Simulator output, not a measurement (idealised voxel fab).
process module | voxel gate over fins
cross-section cut | 260 nm wide | cells 5 nm
A cross-section is a grid of square cells, given in bands from the top down. A band is one or more rows of cells.
Each band's line starts with the height of the band's top and of its bottom, in nm. Then come its materials from left to right, each with its width in nm. One material with "throughout" fills the band from edge to edge. "air" is empty space.
Height 0 is the level under which the wafer as received is all one material. The lowest band goes on downwards, as in "0 down".
A width such as "30 to 40" changes by the same amount from each row of cells to the next, from the band's top row to its bottom row.
"no change" after a step means that no cell of the cross-section changed.
closed voids: empty space of 8 cells or more with no open way to the top, each as width x height at its distance from the left edge, in nm
after a step's settings: what the simulator itself notes on the step
overlay nm, on a step with a mask: how far to the right of its planned place the mask lay; to the left if negative
plan
1 op RECEIVE | material Si
2 op CONFORMAL_DEP | material SiN | thk nm 5
3 op MASKED_ETCH | tone cover | mask id FINS | width nm 15 | pitch nm 50 | etch materials SiN | depth nm 5 | overlay nm 0
4 op MASKED_ETCH | tone cover | mask id FINS | width nm 15 | pitch nm 50 | etch materials Si | depth nm 35 | overlay nm -15
5 op OXIDIZE | depth nm 5
6 op FILL_DEP | material SiO2 | thk nm 15
7 op CMP | height nm 5
8 op MASKED_ETCH | tone open | mask id RAIL | width nm 15 | etch materials SiO2 | depth nm 35 | overlay nm 0
9 op CONFORMAL_DEP | material TiN | thk nm 5
10 op FILL_DEP | material Ru | thk nm 5
11 op CMP | height nm 5
12 op SELECTIVE_ETCH | etch materials W Ru TiN | depth nm 20
13 op FILL_DEP | material SiO2 | thk nm 5
14 op CMP | height nm 5
15 op SELECTIVE_ETCH | etch materials SiO2 | depth nm 15
16 op STRIP | etch materials SiN
17 op CONFORMAL_DEP | material HfO2 | thk nm 5
18 op CONFORMAL_DEP | material TiN | thk nm 5
19 op CONFORMAL_DEP | material TiAl | thk nm 5
20 op CONFORMAL_DEP | material TiN | thk nm 5
21 op FILL_DEP | material W | thk nm 10
22 op CMP | height nm 25
23 op CONFORMAL_DEP | material SiCN | thk nm 5
varied across the wafers: overlay nm of step 4. The plan shows the first wafer's value. All wafers start alike
first wafer as received, after step 1
  0 down: Si throughout
  closed voids: none
first wafer at the end, after step 23
  30 to 25: SiCN throughout
  25 to 20: W throughout
  20 to 15: W 30 | TiN 45 | W 5 | TiN 45 | W 5 | TiN 45 | W 5 | TiN 45 | W 35
  15 to 10: W 15 | TiN 20 | TiAl 35 | TiN 15 | TiAl 35 | TiN 15 | TiAl 35 | TiN 15 | TiAl 35 | TiN 5 | W 35
  10 to 5: TiN 20 | TiAl 20 | TiN 25 | TiAl 25 | TiN 25 | TiAl 25 | TiN 25 | TiAl 25 | TiN 25 | TiAl 5 | TiN 40
  5 to 0: TiAl 25 | TiN 20 | HfO2 15 | TiN 5 | TiAl 10 | TiN 20 | HfO2 15 | TiN 5 | TiAl 10 | TiN 20 | HfO2 15 | TiN 5 | TiAl 10 | TiN 20 | HfO2 15 | TiN 5 | TiAl 45
  0 to -5: TiN 30 | HfO2 20 | Si 5 | HfO2 5 | TiN 20 | HfO2 20 | Si 5 | HfO2 5 | TiN 20 | HfO2 20 | Si 5 | HfO2 5 | TiN 20 | HfO2 20 | Si 5 | HfO2 5 | TiN 50
  -5 to -10: HfO2 35 | Si 20 | HfO2 30 | Si 20 | HfO2 30 | Si 20 | HfO2 30 | Si 20 | HfO2 55
  -10 to -15: SiO2 35 | Si 20 | SiO2 30 | Si 20 | SiO2 30 | Si 20 | SiO2 30 | Si 20 | SiO2 55
  -15 to -25: SiO2 35 | Si 20 | SiO2 15 | TiN 5 | Ru 5 | TiN 5 | Si 20 | SiO2 30 | Si 20 | SiO2 30 | Si 20 | SiO2 55
  -25 to -30: SiO2 35 | Si 20 | SiO2 15 | TiN 15 | Si 20 | SiO2 30 | Si 20 | SiO2 30 | Si 20 | SiO2 55
  -30 to -40: SiO2 35 | Si 20 | SiO2 30 | Si 20 | SiO2 30 | Si 20 | SiO2 30 | Si 20 | SiO2 55
  -40 down: Si throughout
  closed voids: none
last wafer at the end
  30 to 25: SiCN throughout
  25 to 20: W throughout
  20 to 15: W 30 | TiN 45 | W 5 | TiN 45 | W 5 | TiN 45 | W 5 | TiN 45 | W 35
  15 to 10: W 30 | TiN 5 | TiAl 35 | TiN 15 | TiAl 35 | TiN 15 | TiAl 35 | TiN 15 | TiAl 35 | TiN 20 | W 20
  10 to 5: TiN 35 | TiAl 5 | TiN 25 | TiAl 25 | TiN 25 | TiAl 25 | TiN 25 | TiAl 25 | TiN 25 | TiAl 20 | TiN 25
  5 to 0: TiAl 40 | TiN 5 | HfO2 15 | TiN 20 | TiAl 10 | TiN 5 | HfO2 15 | TiN 20 | TiAl 10 | TiN 5 | HfO2 15 | TiN 20 | TiAl 10 | TiN 5 | HfO2 15 | TiN 20 | TiAl 30
  0 to -5: TiN 45 | HfO2 5 | Si 5 | HfO2 20 | TiN 20 | HfO2 5 | Si 5 | HfO2 20 | TiN 20 | HfO2 5 | Si 5 | HfO2 20 | TiN 20 | HfO2 5 | Si 5 | HfO2 20 | TiN 35
  -5 to -10: HfO2 50 | Si 20 | HfO2 30 | Si 20 | HfO2 30 | Si 20 | HfO2 30 | Si 20 | HfO2 40
  -10 to -15: SiO2 50 | Si 20 | SiO2 30 | Si 20 | SiO2 30 | Si 20 | SiO2 30 | Si 20 | SiO2 40
  -15 to -25: SiO2 50 | Si 20 | TiN 5 | Ru 5 | TiN 5 | SiO2 15 | Si 20 | SiO2 30 | Si 20 | SiO2 30 | Si 20 | SiO2 40
  -25 to -30: SiO2 50 | Si 20 | TiN 15 | SiO2 15 | Si 20 | SiO2 30 | Si 20 | SiO2 30 | Si 20 | SiO2 40
  -30 to -40: SiO2 50 | Si 20 | SiO2 30 | Si 20 | SiO2 30 | Si 20 | SiO2 30 | Si 20 | SiO2 40
  -40 down: Si throughout
  closed voids: none
each wafer at the end: cells of each material gained (+) or lost (-) since it was received, then its closed voids
overlay nm -15 | +68 HfO2 | +2 Ru | -300 Si | +52 SiCN | +207 SiO2 | +68 TiAl | +137 TiN | +78 W | closed voids: none
overlay nm -10 | +68 HfO2 | +2 Ru | -328 Si | +52 SiCN | +231 SiO2 | +68 TiAl | +140 TiN | +79 W | closed voids: none
overlay nm -5 | +68 HfO2 | +2 Ru | -356 Si | +52 SiCN | +255 SiO2 | +68 TiAl | +143 TiN | +80 W | closed voids: none
overlay nm 0 | +68 HfO2 | +2 Ru | -384 Si | +52 SiCN | +279 SiO2 | +68 TiAl | +143 TiN | +84 W | closed voids: none
overlay nm 5 | +68 HfO2 | +2 Ru | -356 Si | +52 SiCN | +255 SiO2 | +68 TiAl | +143 TiN | +80 W | closed voids: none
overlay nm 10 | +68 HfO2 | +2 Ru | -328 Si | +52 SiCN | +231 SiO2 | +68 TiAl | +140 TiN | +79 W | closed voids: none
overlay nm 15 | +68 HfO2 | +2 Ru | -300 Si | +52 SiCN | +207 SiO2 | +68 TiAl | +137 TiN | +78 W | closed voids: none
